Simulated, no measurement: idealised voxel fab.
process module | voxel wiring stack
cross-section cut | 270 nm wide | cells 5 nm
A cross-section is a grid of square cells, given in bands from the top down. A band is one or more rows of cells.
Each band's line starts with the height of the band's top and of its bottom, in nm. Then come its materials from left to right, each with its width in nm. One material with "throughout" fills the band from edge to edge. "air" is empty space.
Height 0 is the level under which the wafer as received is all one material. The lowest band goes on downwards, as in "0 down".
A width such as "30 to 40" changes by the same amount from each row of cells to the next, from the band's top row to its bottom row.
"no change" after a step means that no cell of the cross-section changed.
closed voids: empty space of 8 cells or more with no open way to the top, each as width x height at its distance from the left edge, in nm
after a step's settings: what the simulator itself notes on the step
overlay nm, on a step with a mask: how far to the right of its planned place the mask lay; to the left if negative
plan
1 op RECEIVE | material Si
2 op CONFORMAL_DEP | material SiO2 | thk nm 15
3 op DIRECTIONAL_DEP | material TiN | thk nm 5
4 op DIRECTIONAL_DEP | material W | thk nm 15
5 op MASKED_ETCH | tone cover | mask id METAL_1 | width nm 25 | pitch nm 50 | etch materials W | depth nm 15 | overlay nm 0
6 op MASKED_ETCH | tone cover | mask id METAL_1 | width nm 25 | pitch nm 50 | etch materials TiN | depth nm 5 | overlay nm 0
7 op FILL_DEP | material SiO2 | thk nm 10
8 op CMP | height nm 35
9 op CONFORMAL_DEP | material SiCN | thk nm 5
10 op DIRECTIONAL_DEP | material SiO2 | thk nm 35
11 op DIRECTIONAL_DEP | material aC | thk nm 15
12 op PATTERN | tone open | mask id METAL_2_HOLES | material resist | width nm 15 | thk nm 30 | overlay nm 0
13 op DIRECTIONAL_ETCH | etch materials aC | depth nm 15
14 op STRIP | etch materials resist
15 op DIRECTIONAL_ETCH | etch materials SiO2 | depth nm 35
16 op STRIP | etch materials aC
17 op MASKED_ETCH | tone open | mask id METAL_2 | width nm 25 | pitch nm 50 | etch materials SiO2 | depth nm 20 | overlay nm 0
18 op MASKED_ETCH | tone open | mask id METAL_2 | width nm 25 | pitch nm 50 | etch materials SiCN | depth nm 5 | overlay nm 0
19 op CONFORMAL_DEP | material TiN | thk nm 5
20 op FILL_DEP | material Cu | thk nm 5
21 op CMP | height nm 75
22 op CONFORMAL_DEP | material SiCN | thk nm 5
23 op DIRECTIONAL_DEP | material SiO2 | thk nm 35
24 op MASKED_ETCH | tone open | mask id METAL_3_HOLES | width nm 15 | etch materials SiO2 | depth nm 35 | overlay nm 0
25 op PATTERN | tone open | mask id METAL_3 | material resist | width nm 25 | pitch nm 50 | thk nm 15 | overlay nm 0
26 op DIRECTIONAL_ETCH | etch materials SiO2 | depth nm 20
27 op DIRECTIONAL_ETCH | etch materials SiCN | depth nm 5
28 op STRIP | etch materials resist
29 op CONFORMAL_DEP | material TiN | thk nm 5
30 op FILL_DEP | material Ru | thk nm 10
31 op CMP | height nm 115
32 op CONFORMAL_DEP | material SiCN | thk nm 5
as received, after step 1
  0 down: Si throughout
  closed voids: none
first wafer at the end, as planned
  120 to 115: SiCN throughout
  115 to 100: SiO2 95 | TiN 5 | Ru 15 | TiN 5 | SiO2 25 | TiN 5 | Ru 15 | TiN 5 | SiO2 100
  100 to 95: SiO2 95 | TiN 5 | Ru 5 | TiN 15 | SiO2 25 | TiN 25 | SiO2 100
  95 to 80: SiO2 95 | TiN 5 | Ru 5 | TiN 5 | SiO2 160
  80 to 75: SiCN 95 | TiN 15 | SiCN 160
  75 to 60: SiO2 95 | TiN 5 | Cu 15 | TiN 5 | SiO2 25 | TiN 5 | Cu 15 | TiN 5 | SiO2 100
  60 to 55: SiO2 95 | TiN 5 | Cu 5 | TiN 15 | SiO2 25 | TiN 25 | SiO2 100
  55 to 40: SiO2 95 | TiN 5 | Cu 5 | TiN 5 | SiO2 160
  40 to 35: SiCN 95 | TiN 15 | SiCN 160
  35 to 20: SiO2 95 | W 25 | SiO2 25 | W 25 | SiO2 100
  20 to 15: SiO2 95 | TiN 25 | SiO2 25 | TiN 25 | SiO2 100
  15 to 0: SiO2 throughout
  0 down: Si throughout
  closed voids: none
second wafer at the end: like start, like plan, one mistake
  120 to 115: SiCN throughout
  115 to 100: Ru 105 | TiN 5 | SiO2 10 | TiN 5 | Ru 15 | TiN 5 | SiO2 25 | TiN 5 | Ru 95
  100 to 95: TiN 100 | Ru 5 | TiN 5 | SiO2 10 | TiN 25 | SiO2 25 | TiN 100
  95 to 85: SiO2 95 | TiN 5 | Ru 5 | TiN 5 | SiO2 160
  85 to 80: SiO2 95 | TiN 15 | SiO2 160
  80 to 75: SiCN throughout
  75 to 60: SiO2 95 | TiN 5 | Cu 15 | TiN 5 | SiO2 25 | TiN 5 | Cu 15 | TiN 5 | SiO2 100
  60 to 55: SiO2 95 | TiN 5 | Cu 5 | TiN 15 | SiO2 25 | TiN 25 | SiO2 100
  55 to 40: SiO2 95 | TiN 5 | Cu 5 | TiN 5 | SiO2 160
  40 to 35: SiCN 95 | TiN 15 | SiCN 160
  35 to 20: SiO2 95 | W 25 | SiO2 25 | W 25 | SiO2 100
  20 to 15: SiO2 95 | TiN 25 | SiO2 25 | TiN 25 | SiO2 100
  15 to 0: SiO2 throughout
  0 down: Si throughout
  closed voids: none
what went wrong: step 25 ran as: op PATTERN | tone cover | mask id METAL_3 | material resist | width nm 25 | pitch nm 50 | thk nm 15 | overlay nm 0
at the end the second wafer has, in cells: 110 more of Ru | 3 more of SiCN | 148 fewer of SiO2 | 35 more of TiN
